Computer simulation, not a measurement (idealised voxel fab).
process module | voxel released beams
cross-section cut | 220 nm wide | cells 5 nm
A cross-section is a grid of square cells, given in bands from the top down. A band is one or more rows of cells.
Each band's line starts with the height of the band's top and of its bottom, in nm. Then come its materials from left to right, each with its width in nm. One material with "throughout" fills the band from edge to edge. "air" is empty space.
Height 0 is the level under which the wafer as received is all one material. The lowest band goes on downwards, as in "0 down".
A width such as "30 to 40" changes by the same amount from each row of cells to the next, from the band's top row to its bottom row.
"no change" after a step means that no cell of the cross-section changed.
closed voids: empty space of 8 cells or more with no open way to the top, each as width x height at its distance from the left edge, in nm
after a step's settings: what the simulator itself notes on the step
overlay nm, on a step with a mask: how far to the right of its planned place the mask lay; to the left if negative
plan
1 op RECEIVE | material Si
2 op CONFORMAL_DEP | material SiN | thk nm 5
3 op DIRECTIONAL_DEP | material SiO2 | thk nm 10
4 op MASKED_ETCH | tone open | mask id ANCHOR | width nm 25 | etch materials SiO2 | depth nm 10 | overlay nm 0
5 op CONFORMAL_DEP | material polySi | thk nm 10
6 op MASKED_ETCH | tone cover | mask id BEAM | width nm 95 | etch materials polySi | depth nm 10 | overlay nm 0
7 op STRIP | etch materials SiO2
first wafer, as planned
as received, after step 1
  0 down: Si throughout
  closed voids: none
after step 2
  5 to 0: SiN throughout
  below 0: unchanged
after step 3
  15 to 5: SiO2 throughout
  below 5: unchanged
after step 4
  15 to 5: SiO2 65 | air 25 | SiO2 130
  below 5: unchanged
after step 5
  25 to 15: polySi 75 | air 5 | polySi 140
  15 to 5: SiO2 65 | polySi 25 | SiO2 130
  below 5: unchanged
after step 6
  25 to 15: air 60 | polySi 15 | air 5 | polySi 75 | air 65
  below 15: unchanged
after step 7
  25 to 15: air 60 | polySi 15 | air 5 | polySi 75 | air 65
  15 to 5: air 65 | polySi 25 | air 130
  below 5: unchanged
second wafer: like start, like plan, one mistake. Through step 1 it matches the first wafer
when step 2 should have ended
  10 to 0: SiO2 throughout
  below 0: unchanged
when step 3 should have ended
  15 to 10: SiN throughout
  below 10: unchanged
when step 4 should have ended: no change
when step 5 should have ended
  25 to 15: polySi throughout
  below 15: unchanged
when step 6 should have ended
  25 to 15: air 60 | polySi 95 | air 65
  below 15: unchanged
when step 7 should have ended: no change
what went wrong: steps 2 and 3 were swapped
at the end the second wafer has, in cells: 88 more of SiO2 | 8 fewer of polySi
